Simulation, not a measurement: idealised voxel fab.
Process module heading - voxel released beams
Cross-sectional view cut (width: 285 nm; square cell size: 5 nm).
A cross-section is a grid of square cells, given in bands from the top down. A band is one or more rows of cells. Top, bottom (nm), then materials left to right with widths (nm); lone material tagged "all across" fills the whole band edge to edge; "blank" = empty space. Heights are measured from 0, the level below which the as-received wafer is all one material; the lowest band has no bottom and continues downward, written as in "0..down". Top row gets the first number, bottom row gets the second, and each row in between changes by the same step: that is how a band width like "30->40" works. Given "remained the same" for a step, no cell of the cross-section differs between before and after that step. The label "Closed void list" introduces a list of the empty spaces, 8 cells or larger, that have no open way up to the top; each entry in it reads width x height at distance, where the distance is taken from the left edge and all three are stated in nm. Read whatever lies past the settings on a step's line as the simulator's own remark about the step. "overlay nm" answers the question of how far to the right of plan the mask lay on a step that has a mask, and when it is negative the answer is to the left.
List of planned process steps:
- 1: RECEIVE with material Si
- 2: CONFORMAL_DEP with material SiN, thk nm 5
- 3: DIRECTIONAL_DEP with material SiO2, thk nm 20
- 4: MASKED_ETCH with tone open, mask id ANCHOR, width nm 45, etch materials SiO2, depth nm 20, overlay nm 0
- 5: CONFORMAL_DEP with material polySi, thk nm 15
- 6: DIRECTIONAL_DEP with material aC, thk nm 10
- 7: PATTERN with tone cover, mask id BEAM, material resist, width nm 95, thk nm 30, overlay nm 0
- 8: DIRECTIONAL_ETCH with etch materials aC, depth nm 10
- 9: STRIP with etch materials resist
- 10: DIRECTIONAL_ETCH with etch materials polySi, depth nm 15
- 11: STRIP with etch materials aC
- 12: STRIP with etch materials SiO2
Cross-section: wafer on arrival = after step 1:
> 0..down = Si all across
> Closed void list: none
First of two wafers at the end of the module, shown in cross-section; run carried out as planned:
> 40..25 = blank=90  polySi=20  blank=15  polySi=60  blank=100
> 25..20 = blank=95  polySi=15  blank=15  polySi=15  blank=145
> 20..5 = blank=95  polySi=45  blank=145
> 5..0 = SiN all across
> 0..down = Si all across
> Closed void list: none
Cross-sectional view of the second of two wafers upon completion of the module. This wafer shared its starting condition and process plan with the first; one error was made during its execution:
> 40..30 = blank=90  polySi=20  blank=15  polySi=60  blank=100
> 30..25 = polySi=110  blank=15  polySi=160
> 25..20 = SiO2=95  polySi=15  blank=15  polySi=15  SiO2=145
> 20..5 = SiO2=95  polySi=45  SiO2=145
> 5..0 = SiN all across
> 0..down = Si all across
> Closed void list: none
what went wrong: step 10 off recipe, ran as DIRECTIONAL_ETCH with etch materials polySi, depth nm 10
Final tally in cells, some materials are higher or lower on the second wafer than on the first: +192 SiO2 | +38 polySi
